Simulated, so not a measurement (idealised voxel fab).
The following is a process module called voxel plated lines.
Cross-section cut: width 225 nm, square cells of 5 nm.
Square cells in a grid make up a cross-section in this document, and the grid is given as bands, listed from the top down, each one or more rows of cells. A band entry consists of two parts. The first gives the height of the band's top and the height of its bottom, in nm. The rest lists the band's materials from left to right, each with its width in nm. A single material labelled with the word "everywhere" fills the band from edge to edge, and the word "air" marks empty space. Heights are measured from 0, the level below which the as-received wafer is all one material; the lowest band has no bottom and continues downward, written as in "0 -> down". Top row gets the first number, bottom row gets the second, and each row in between changes by the same step: that is how a band width like "30..40" works. It should be understood that the words "remained the same", when stated for a given step, signify that the cross-section underwent no change in any of its cells during that step. "Closed cavity list" - sealed voids, min. 8 cells, no opening to top; format: width x height at distance (distance from left edge; nm throughout). Whatever follows a step's settings on its line is a remark the simulator itself makes about that step. What "overlay nm" on a step's line means: if the step has a mask, that mask lay this far to the right of its planned place, or, when the value is negative, to the left.
These are the steps we planned for the process:
1,RECEIVE,material Si
2,CONFORMAL_DEP,material Al2O3,thk nm 5
3,DIRECTIONAL_DEP,material TiN,thk nm 5
4,PATTERN,tone open,mask id LINES,material resist,width nm 20,pitch nm 35,thk nm 40,overlay nm 0
5,EPI,material Ru,thk nm 5
6,EPI,material Ru,thk nm 10
7,EPI,material Ru,thk nm 5
8,STRIP,etch materials resist
9,DIRECTIONAL_ETCH,etch materials TiN,depth nm 5
10,CONFORMAL_DEP,material SiN,thk nm 5
The following pertains to the first of two wafers, which was processed as planned:
Delivered wafer in cross-section: state after step 1:
- 0 -> down = Si everywhere
- Closed cavity list: none
After step 2: wafer cross-section:
- 5 -> 0 = Al2O3 everywhere
- Rest of section, below 0: as before.
After step 3: wafer cross-section:
- 10 -> 5 = TiN everywhere
- Rest of section, below 5: as before.
After step 4: wafer cross-section:
- 50 -> 10 = resist (50), then air (20), then resist (15), then air (20), then resist (15), then air (20), then resist (15), then air (20), then resist (50)
- Rest of section, below 10: as before.
After step 5: wafer cross-section:
- 50 -> 15 = resist (50), then air (20), then resist (15), then air (20), then resist (15), then air (20), then resist (15), then air (20), then resist (50)
- 15 -> 10 = resist (50), then Ru (20), then resist (15), then Ru (20), then resist (15), then Ru (20), then resist (15), then Ru (20), then resist (50)
- Rest of section, below 10: as before.
After step 6: wafer cross-section:
- 50 -> 25 = resist (50), then air (20), then resist (15), then air (20), then resist (15), then air (20), then resist (15), then air (20), then resist (50)
- 25 -> 10 = resist (50), then Ru (20), then resist (15), then Ru (20), then resist (15), then Ru (20), then resist (15), then Ru (20), then resist (50)
- Rest of section, below 10: as before.
After step 7: wafer cross-section:
- 50 -> 30 = resist (50), then air (20), then resist (15), then air (20), then resist (15), then air (20), then resist (15), then air (20), then resist (50)
- 30 -> 10 = resist (50), then Ru (20), then resist (15), then Ru (20), then resist (15), then Ru (20), then resist (15), then Ru (20), then resist (50)
- Rest of section, below 10: as before.
After step 8: wafer cross-section:
- 30 -> 10 = air (50), then Ru (20), then air (15), then Ru (20), then air (15), then Ru (20), then air (15), then Ru (20), then air (50)
- Rest of section, below 10: as before.
After step 9: wafer cross-section:
- 30 -> 10 = air (50), then Ru (20), then air (15), then Ru (20), then air (15), then Ru (20), then air (15), then Ru (20), then air (50)
- 10 -> 5 = air (50), then TiN (20), then air (15), then TiN (20), then air (15), then TiN (20), then air (15), then TiN (20), then air (50)
- Rest of section, below 5: as before.
After step 10: wafer cross-section:
- 35 -> 30 = air (45), then SiN (30), then air (5), then SiN (30), then air (5), then SiN (30), then air (5), then SiN (30), then air (45)
- 30 -> 10 = air (45), then SiN (5), then Ru (20), then SiN (5), then air (5), then SiN (5), then Ru (20), then SiN (5), then air (5), then SiN (5), then Ru (20), then SiN (5), then air (5), then SiN (5), then Ru (20), then SiN (5), then air (45)
- 10 -> 5 = SiN (50), then TiN (20), then SiN (15), then TiN (20), then SiN (15), then TiN (20), then SiN (15), then TiN (20), then SiN (50)
- Rest of section, below 5: as before.
For the second wafer, take the first wafer's start and plan, then add one mistake made in running it; everything through step 5, that step included, is shared with the first:
Here is the second wafer in cross-section at the point where step 6 of the plan should have been done:
- 50 -> 35 = resist (50), then air (20), then resist (15), then air (20), then resist (15), then air (20), then resist (15), then air (20), then resist (50)
- 35 -> 10 = resist (50), then Ru (20), then resist (15), then Ru (20), then resist (15), then Ru (20), then resist (15), then Ru (20), then resist (50)
- Rest of section, below 10: as before.
Here is the second wafer in cross-section at the point where step 7 of the plan should have been done:
- 50 -> 40 = resist (50), then air (20), then resist (15), then air (20), then resist (15), then air (20), then resist (15), then air (20), then resist (50)
- 40 -> 10 = resist (50), then Ru (20), then resist (15), then Ru (20), then resist (15), then Ru (20), then resist (15), then Ru (20), then resist (50)
- Rest of section, below 10: as before.
Here is the second wafer in cross-section at the point where step 8 of the plan should have been done:
- 40 -> 10 = air (50), then Ru (20), then air (15), then Ru (20), then air (15), then Ru (20), then air (15), then Ru (20), then air (50)
- Rest of section, below 10: as before.
Here is the second wafer in cross-section at the point where step 9 of the plan should have been done:
- 40 -> 10 = air (50), then Ru (20), then air (15), then Ru (20), then air (15), then Ru (20), then air (15), then Ru (20), then air (50)
- 10 -> 5 = air (50), then TiN (20), then air (15), then TiN (20), then air (15), then TiN (20), then air (15), then TiN (20), then air (50)
- Rest of section, below 5: as before.
Here is the second wafer in cross-section at the point where step 10 of the plan should have been done:
- 45 -> 40 = air (45), then SiN (30), then air (5), then SiN (30), then air (5), then SiN (30), then air (5), then SiN (30), then air (45)
- 40 -> 10 = air (45), then SiN (5), then Ru (20), then SiN (5), then air (5), then SiN (5), then Ru (20), then SiN (5), then air (5), then SiN (5), then Ru (20), then SiN (5), then air (5), then SiN (5), then Ru (20), then SiN (5), then air (45)
- 10 -> 5 = SiN (50), then TiN (20), then SiN (15), then TiN (20), then SiN (15), then TiN (20), then SiN (15), then TiN (20), then SiN (50)
- Rest of section, below 5: as before.
Processing error: plan step 6 was conducted twice
At the finish, the second wafer shows more or fewer cells for some materials than the first does: Ru +32, SiN +16
